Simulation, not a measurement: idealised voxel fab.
Process module, titled voxel wiring stack
cross-section cut | 300 nm wide | cells 5 nm
Cross-section = grid of square cells, listed top down in bands; band = one or more rows. It is stipulated that each band's entry specify, in nanometres, the height of the top of the band and then that of its bottom, followed by the materials of the band in left-to-right sequence, each together with its width in nanometres. A single material marked by the word "all across" is understood to fill the band from edge to edge; the word "blank" is understood to denote empty space. Heights from 0 (as-received wafer is one material below). Bottom band endless downward, as "top 0, no bottom". With a width like "30..40", each row of cells in the band differs from the next by the same amount, the top row carrying the first number and the bottom row the second. You'll sometimes find "changes: none" written for a step, and that's the way of saying that nowhere in the cross-section did a cell change during that step. The list in "Enclosed internal cavities" covers empty spaces of 8 cells or more that cannot reach the top through any open way, and it gives each as width x height at distance; the distance is from the left edge, and width, height and distance are in nm. Text after the settings on a step's line: the simulator's own remark on that step. If you see "overlay nm" on a step's line and that step has a mask, it's telling you how far right of where it was planned the mask ended up; a negative number means it went left instead.

Plan:
1. RECEIVE | material Si
2. CONFORMAL_DEP | material SiO2 | thk nm 10
3. DIRECTIONAL_DEP | material TiN | thk nm 5
4. DIRECTIONAL_DEP | material W | thk nm 15
5. PATTERN | tone cover | mask id METAL_1 | material resist | width nm 30 | pitch nm 50 | thk nm 20 | overlay nm 0
6. DIRECTIONAL_ETCH | etch materials W | depth nm 15
7. DIRECTIONAL_ETCH | etch materials TiN | depth nm 5
8. STRIP | etch materials resist
9. FILL_DEP | material lowk | thk nm 10
10. CMP | height nm 30
11. CONFORMAL_DEP | material SiCN | thk nm 5
12. DIRECTIONAL_DEP | material lowk | thk nm 10
13. PATTERN | tone open | mask id PLUG_1 | material resist | width nm 15 | pitch nm 50 | thk nm 20 | overlay nm 0
14. DIRECTIONAL_ETCH | etch materials lowk | depth nm 10
15. DIRECTIONAL_ETCH | etch materials SiCN | depth nm 5
16. STRIP | etch materials resist
17. EPI | material Ru | thk nm 10
18. EPI | material Ru | thk nm 5
19. CONFORMAL_DEP | material SiCN | thk nm 5
20. DIRECTIONAL_DEP | material SiO2 | thk nm 15
21. DIRECTIONAL_DEP | material aC | thk nm 10
22. PATTERN | tone open | mask id METAL_2 | material resist | width nm 30 | pitch nm 50 | thk nm 30 | overlay nm -15
23. DIRECTIONAL_ETCH | etch materials aC | depth nm 10
24. STRIP | etch materials resist
25. DIRECTIONAL_ETCH | etch materials SiO2 | depth nm 15
26. DIRECTIONAL_ETCH | etch materials SiCN | depth nm 5
27. STRIP | etch materials aC
28. CONFORMAL_DEP | material TiN | thk nm 5
29. FILL_DEP | material Ru | thk nm 10
30. CMP | height nm 65
31. EPI | material Ru | thk nm 5
32. FILL_DEP | material SiCN | thk nm 5
The overlay nm used in step 22 is not the same on every wafer, whereas the starting condition is; the value printed in the plan is the first wafer's.

The first of several wafers, as received after step 1, seen in section:
    top 0, no bottom: Si all across
    Enclosed internal cavities: none

For your reference, the table is organized with a row per wafer; each row reflects the wafer at the end of the module, indicating for each material the cells gained (+) or lost (-) since receipt, and thereafter its closed voids:
overlay nm -15, +87 Ru, +189 SiCN, +246 SiO2, +54 TiN, +54 W, +270 lowk, Enclosed internal cavities: none
overlay nm -10, +87 Ru, +189 SiCN, +246 SiO2, +54 TiN, +54 W, +270 lowk, Enclosed internal cavities: none
overlay nm -5, +87 Ru, +189 SiCN, +246 SiO2, +54 TiN, +54 W, +270 lowk, Enclosed internal cavities: none
overlay nm 0, +87 Ru, +189 SiCN, +246 SiO2, +54 TiN, +54 W, +270 lowk, Enclosed internal cavities: none
overlay nm 5, +87 Ru, +189 SiCN, +246 SiO2, +54 TiN, +54 W, +270 lowk, Enclosed internal cavities: none
overlay nm 10, +87 Ru, +189 SiCN, +246 SiO2, +54 TiN, +54 W, +270 lowk, Enclosed internal cavities: none
overlay nm 15, +87 Ru, +189 SiCN, +246 SiO2, +54 TiN, +54 W, +270 lowk, Enclosed internal cavities: none
